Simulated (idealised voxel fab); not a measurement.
Process module in this document: voxel self aligned vias
Cross-section cut: width 240 nm, square cells of 5 nm.
Each cross-section below is a grid of square cells, stated as bands in top-down order, with one or more rows of cells making up each band.
Heads up on the band format: heights come first, top then bottom, in nm. After that it's the materials left to right, each with its width in nm. A single material flagged "everywhere" fills the whole band edge to edge, and "air" means there's empty space there.
Where do heights start? At 0: under that level the wafer as delivered is made of one material only. And the lowest band has no floor; it just carries on downward, as in "top 0, no bottom".
Top row gets the first number, bottom row gets the second, and each row in between changes by the same step: that is how a band width like "30 to 40" works.
"nothing altered" for a step: no cell of the cross-section changed in that step.
Each empty space that has no open way to the top and spans at least 8 cells appears under "Trapped voids" as width x height at distance, the distance counted from the left edge, all in nm.
The remark found on a step's line after its settings is issued by the simulator itself and pertains to that step.
A step line may carry the setting "overlay nm", which, for steps involving a mask, states the distance by which the mask lay to the right of its intended position; negative values denote displacement to the left.

The following list gives the planned process steps
1) RECEIVE with material Si
2) CONFORMAL_DEP with material SiO2, thk nm 10
3) CONFORMAL_DEP with material SiCN, thk nm 5
4) DIRECTIONAL_DEP with material lowk, thk nm 25
5) PATTERN with tone open, mask id LINES, material resist, width nm 25, pitch nm 60, thk nm 20, overlay nm 0
6) DIRECTIONAL_ETCH with etch materials lowk, depth nm 25
7) STRIP with etch materials resist
8) CONFORMAL_DEP with material TiN, thk nm 5
9) FILL_DEP with material W, thk nm 5
10) CMP with height nm 40
11) SELECTIVE_ETCH with etch materials W Ru TiN, depth nm 10
12) FILL_DEP with material SiN, thk nm 10
13) CMP with height nm 40
14) DIRECTIONAL_DEP with material lowk, thk nm 20
15) DIRECTIONAL_DEP with material aC, thk nm 10
16) PATTERN with tone open, mask id VIAS, material resist, width nm 35, pitch nm 120, thk nm 30, overlay nm 0
17) DIRECTIONAL_ETCH with etch materials aC, depth nm 10
18) STRIP with etch materials resist
19) DIRECTIONAL_ETCH with etch materials lowk, depth nm 20
20) DIRECTIONAL_ETCH with etch materials SiN, depth nm 10
21) STRIP with etch materials aC
22) CONFORMAL_DEP with material TiN, thk nm 5
23) FILL_DEP with material Cu, thk nm 5
24) CMP with height nm 60
25) CONFORMAL_DEP with material SiN, thk nm 5
The wafers are alike at the start. At step 16, their width nm differs. The plan lists the first wafer's value.

As-received cross-section, first of several wafers, post step 1
top 0, no bottom  Si everywhere
Trapped voids: none

The first of several wafers, seen in cross-section after the module's last step, step 25
top 65, bottom 60  SiN everywhere
top 60, bottom 45  40 nm lowk / 5 nm TiN / 25 nm Cu / 5 nm TiN / 85 nm lowk / 5 nm TiN / 25 nm Cu / 5 nm TiN / 45 nm lowk
top 45, bottom 40  40 nm lowk / 10 nm TiN / 15 nm Cu / 10 nm TiN / 85 nm lowk / 10 nm TiN / 15 nm Cu / 10 nm TiN / 45 nm lowk
top 40, bottom 35  45 nm lowk / 5 nm TiN / 15 nm Cu / 5 nm TiN / 35 nm lowk / 25 nm SiN / 35 nm lowk / 5 nm TiN / 15 nm Cu / 5 nm TiN / 50 nm lowk
top 35, bottom 30  45 nm lowk / 25 nm TiN / 35 nm lowk / 25 nm SiN / 35 nm lowk / 25 nm TiN / 50 nm lowk
top 30, bottom 20  45 nm lowk / 5 nm TiN / 15 nm W / 5 nm TiN / 35 nm lowk / 5 nm TiN / 15 nm W / 5 nm TiN / 35 nm lowk / 5 nm TiN / 15 nm W / 5 nm TiN / 50 nm lowk
top 20, bottom 15  45 nm lowk / 25 nm TiN / 35 nm lowk / 25 nm TiN / 35 nm lowk / 25 nm TiN / 50 nm lowk
top 15, bottom 10  SiCN everywhere
top 10, bottom 0  SiO2 everywhere
top 0, no bottom  Si everywhere
Trapped voids: none

So this is the cross-section on the last wafer at the end of the module
top 65, bottom 60  SiN everywhere
top 60, bottom 45  30 nm lowk / 5 nm TiN / 50 nm Cu / 5 nm TiN / 60 nm lowk / 5 nm TiN / 50 nm Cu / 5 nm TiN / 30 nm lowk
top 45, bottom 40  30 nm lowk / 20 nm TiN / 15 nm Cu / 25 nm TiN / 60 nm lowk / 20 nm TiN / 15 nm Cu / 25 nm TiN / 30 nm lowk
top 40, bottom 35  45 nm lowk / 5 nm TiN / 15 nm Cu / 5 nm TiN / 35 nm lowk / 25 nm SiN / 35 nm lowk / 5 nm TiN / 15 nm Cu / 5 nm TiN / 50 nm lowk
top 35, bottom 30  45 nm lowk / 25 nm TiN / 35 nm lowk / 25 nm SiN / 35 nm lowk / 25 nm TiN / 50 nm lowk
top 30, bottom 20  45 nm lowk / 5 nm TiN / 15 nm W / 5 nm TiN / 35 nm lowk / 5 nm TiN / 15 nm W / 5 nm TiN / 35 nm lowk / 5 nm TiN / 15 nm W / 5 nm TiN / 50 nm lowk
top 20, bottom 15  45 nm lowk / 25 nm TiN / 35 nm lowk / 25 nm TiN / 35 nm lowk / 25 nm TiN / 50 nm lowk
top 15, bottom 10  SiCN everywhere
top 10, bottom 0  SiO2 everywhere
top 0, no bottom  Si everywhere
Trapped voids: none

Below: a row per wafer. Contents at end of module: for every material, cells gained since receipt (+) or lost since receipt (-); then closed voids
width nm 35, +42 Cu, +48 SiCN, +58 SiN, +96 SiO2, +61 TiN, +18 W, +301 lowk, Trapped voids: none
width nm 40, +48 Cu, +48 SiCN, +58 SiN, +96 SiO2, +63 TiN, +18 W, +293 lowk, Trapped voids: none
width nm 45, +54 Cu, +48 SiCN, +58 SiN, +96 SiO2, +65 TiN, +18 W, +285 lowk, Trapped voids: none
width nm 50, +60 Cu, +48 SiCN, +58 SiN, +96 SiO2, +67 TiN, +18 W, +277 lowk, Trapped voids: none
width nm 55, +66 Cu, +48 SiCN, +58 SiN, +96 SiO2, +69 TiN, +18 W, +269 lowk, Trapped voids: none
width nm 60, +72 Cu, +48 SiCN, +58 SiN, +96 SiO2, +71 TiN, +18 W, +261 lowk, Trapped voids: none
